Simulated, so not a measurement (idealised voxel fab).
Process module heading - voxel self aligned vias
In the cross-section labelled cut, the width is 285 nm and each square cell is 5 nm.
Cross-section spec: square-cell grid; bands listed top down; each band is one or more rows. This entry defines a band. It first specifies the height of the band's top and the height of its bottom in nm, and then specifies the band's materials from left to right, stating each material with its width in nm. The word "throughout" identifies a single material that fills the band from edge to edge, while the word "empty" identifies empty space. Height 0 is the level under which the wafer as received is all one material. The lowest band goes on downwards, as in "from 0 down". A two-number width, for instance "30..40", indicates that the width is equal to the first number in the top row of the band and to the second number in the bottom row, and that it changes by a constant amount per row of cells. The designation "nothing different", where it is given for a processing step, indicates that no cell of the cross-section was altered in the course of that step. Entry "Enclosed void inventory". Content: empty spaces with no open connection to the top, size 8 cells or greater. Each: width x height at distance. Distance: from left edge. Unit: nm. Where a step's line continues beyond its settings, the continuation is a remark by the simulator itself on that step. A step line may carry the setting "overlay nm", which, for steps involving a mask, states the distance by which the mask lay to the right of its intended position; negative values denote displacement to the left.

### Here's what the planned process steps look like
1: RECEIVE,material Si
2: CONFORMAL_DEP,material SiO2,thk nm 10
3: CONFORMAL_DEP,material SiCN,thk nm 5
4: DIRECTIONAL_DEP,material lowk,thk nm 30
5: MASKED_ETCH,tone open,mask id LINES,width nm 30,pitch nm 75,etch materials lowk,depth nm 30,overlay nm 0
6: CONFORMAL_DEP,material TiN,thk nm 5
7: FILL_DEP,material Ru,thk nm 5
8: CMP,height nm 45
9: SELECTIVE_ETCH,etch materials W Ru TiN,depth nm 5
10: FILL_DEP,material SiN,thk nm 5
11: CMP,height nm 45
12: DIRECTIONAL_DEP,material lowk,thk nm 20
13: MASKED_ETCH,tone open,mask id VIAS,width nm 50,pitch nm 75,etch materials lowk,depth nm 20,overlay nm 0
14: MASKED_ETCH,tone open,mask id VIAS,width nm 50,pitch nm 75,etch materials SiN,depth nm 5,overlay nm 0
15: CONFORMAL_DEP,material TiN,thk nm 5
16: FILL_DEP,material Cu,thk nm 5
17: CMP,height nm 65
18: CONFORMAL_DEP,material SiCN,thk nm 5

### Cross-section, incoming material, after step 1
	from 0 down: Si throughout
	Enclosed void inventory: none

### Cross-section taken at module completion on the first of two wafers; processed per the plan
	from 70 to 65: SiCN throughout
	from 65 to 50: lowk=80 | TiN=5 | Cu=40 | TiN=5 | lowk=25 | TiN=5 | Cu=40 | TiN=5 | lowk=80
	from 50 to 45: lowk=80 | TiN=15 | Cu=20 | TiN=15 | lowk=25 | TiN=15 | Cu=20 | TiN=15 | lowk=80
	from 45 to 40: lowk=90 | TiN=30 | lowk=45 | TiN=30 | lowk=90
	from 40 to 20: lowk=90 | TiN=5 | Ru=20 | TiN=5 | lowk=45 | TiN=5 | Ru=20 | TiN=5 | lowk=90
	from 20 to 15: lowk=90 | TiN=30 | lowk=45 | TiN=30 | lowk=90
	from 15 to 10: SiCN throughout
	from 10 to 0: SiO2 throughout
	from 0 down: Si throughout
	Enclosed void inventory: none

### second wafer at the end: like start, like plan, one mistake
	from 70 to 65: SiCN throughout
	from 65 to 50: lowk=80 | TiN=5 | Cu=40 | TiN=5 | lowk=25 | TiN=5 | Cu=40 | TiN=5 | lowk=80
	from 50 to 45: lowk=80 | TiN=10 | Cu=20 | TiN=20 | lowk=25 | TiN=10 | Cu=20 | TiN=20 | lowk=80
	from 45 to 40: lowk=85 | TiN=30 | lowk=45 | TiN=30 | lowk=95
	from 40 to 20: lowk=85 | TiN=5 | Ru=20 | TiN=5 | lowk=45 | TiN=5 | Ru=20 | TiN=5 | lowk=95
	from 20 to 15: lowk=85 | TiN=30 | lowk=45 | TiN=30 | lowk=95
	from 15 to 10: SiCN throughout
	from 10 to 0: SiO2 throughout
	from 0 down: Si throughout
	Enclosed void inventory: none
It is concluded that the wafer was processed incorrectly with respect to the plan, in that the process deviated at step 5: the operation and settings actually run there were MASKED_ETCH,tone open,mask id LINES,width nm 30,pitch nm 75,etch materials lowk,depth nm 30,overlay nm -5
Both wafers, final: cells per material equal; arrangement not.
